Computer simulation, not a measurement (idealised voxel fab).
process module | voxel plated lines
cross-section cut | 225 nm wide | cells 5 nm
A cross-section is a grid of square cells, given in bands from the top down. A band is one or more rows of cells.
Each band's line starts with the height of the band's top and of its bottom, in nm. Then come its materials from left to right, each with its width in nm. One material with "throughout" fills the band from edge to edge. "air" is empty space.
Height 0 is the level under which the wafer as received is all one material. The lowest band goes on downwards, as in "0 down".
A width such as "30 to 40" changes by the same amount from each row of cells to the next, from the band's top row to its bottom row.
"no change" after a step means that no cell of the cross-section changed.
closed voids: empty space of 8 cells or more with no open way to the top, each as width x height at its distance from the left edge, in nm
after a step's settings: what the simulator itself notes on the step
overlay nm, on a step with a mask: how far to the right of its planned place the mask lay; to the left if negative
plan
1 op RECEIVE | material Si
2 op CONFORMAL_DEP | material SiO2 | thk nm 10
3 op DIRECTIONAL_DEP | material TiN | thk nm 5
4 op PATTERN | tone open | mask id LINES | material resist | width nm 15 | pitch nm 35 | thk nm 20 | overlay nm 0
5 op EPI | material Ru | thk nm 5
6 op STRIP | etch materials resist
7 op DIRECTIONAL_ETCH | etch materials TiN | depth nm 5
8 op CONFORMAL_DEP | material SiO2 | thk nm 10
first wafer, as planned
as received, after step 1
  0 down: Si throughout
  closed voids: none
after step 2
  10 to 0: SiO2 throughout
  below 0: unchanged
after step 3
  15 to 10: TiN throughout
  below 10: unchanged
after step 4
  35 to 15: resist 50 | air 15 | resist 20 | air 15 | resist 20 | air 15 | resist 20 | air 15 | resist 55
  below 15: unchanged
after step 5
  35 to 20: resist 50 | air 15 | resist 20 | air 15 | resist 20 | air 15 | resist 20 | air 15 | resist 55
  20 to 15: resist 50 | Ru 15 | resist 20 | Ru 15 | resist 20 | Ru 15 | resist 20 | Ru 15 | resist 55
  below 15: unchanged
after step 6
  20 to 15: air 50 | Ru 15 | air 20 | Ru 15 | air 20 | Ru 15 | air 20 | Ru 15 | air 55
  below 15: unchanged
after step 7
  20 to 15: air 50 | Ru 15 | air 20 | Ru 15 | air 20 | Ru 15 | air 20 | Ru 15 | air 55
  15 to 10: air 50 | TiN 15 | air 20 | TiN 15 | air 20 | TiN 15 | air 20 | TiN 15 | air 55
  below 10: unchanged
after step 8
  30 to 20: air 40 | SiO2 140 | air 45
  20 to 15: SiO2 50 | Ru 15 | SiO2 20 | Ru 15 | SiO2 20 | Ru 15 | SiO2 20 | Ru 15 | SiO2 55
  15 to 10: SiO2 50 | TiN 15 | SiO2 20 | TiN 15 | SiO2 20 | TiN 15 | SiO2 20 | TiN 15 | SiO2 55
  below 10: unchanged
second wafer: like start, like plan, one mistake. Through step 6 it matches the first wafer
when step 7 should have ended
  20 to 15: air 50 | Ru 15 | air 20 | Ru 15 | air 20 | Ru 15 | air 20 | Ru 15 | air 55
  15 to 10: air 50 | TiN 15 | air 20 | TiN 15 | air 20 | TiN 15 | air 20 | TiN 15 | air 55
  below 10: unchanged
when step 8 should have ended
  30 to 20: air 40 | SiO2 140 | air 45
  20 to 15: SiO2 50 | Ru 15 | SiO2 20 | Ru 15 | SiO2 20 | Ru 15 | SiO2 20 | Ru 15 | SiO2 55
  15 to 10: SiO2 50 | TiN 15 | SiO2 20 | TiN 15 | SiO2 20 | TiN 15 | SiO2 20 | TiN 15 | SiO2 55
  below 10: unchanged
what went wrong: step 7 was run twice
at the end the two cross-sections are the same: no effect in what this model computes
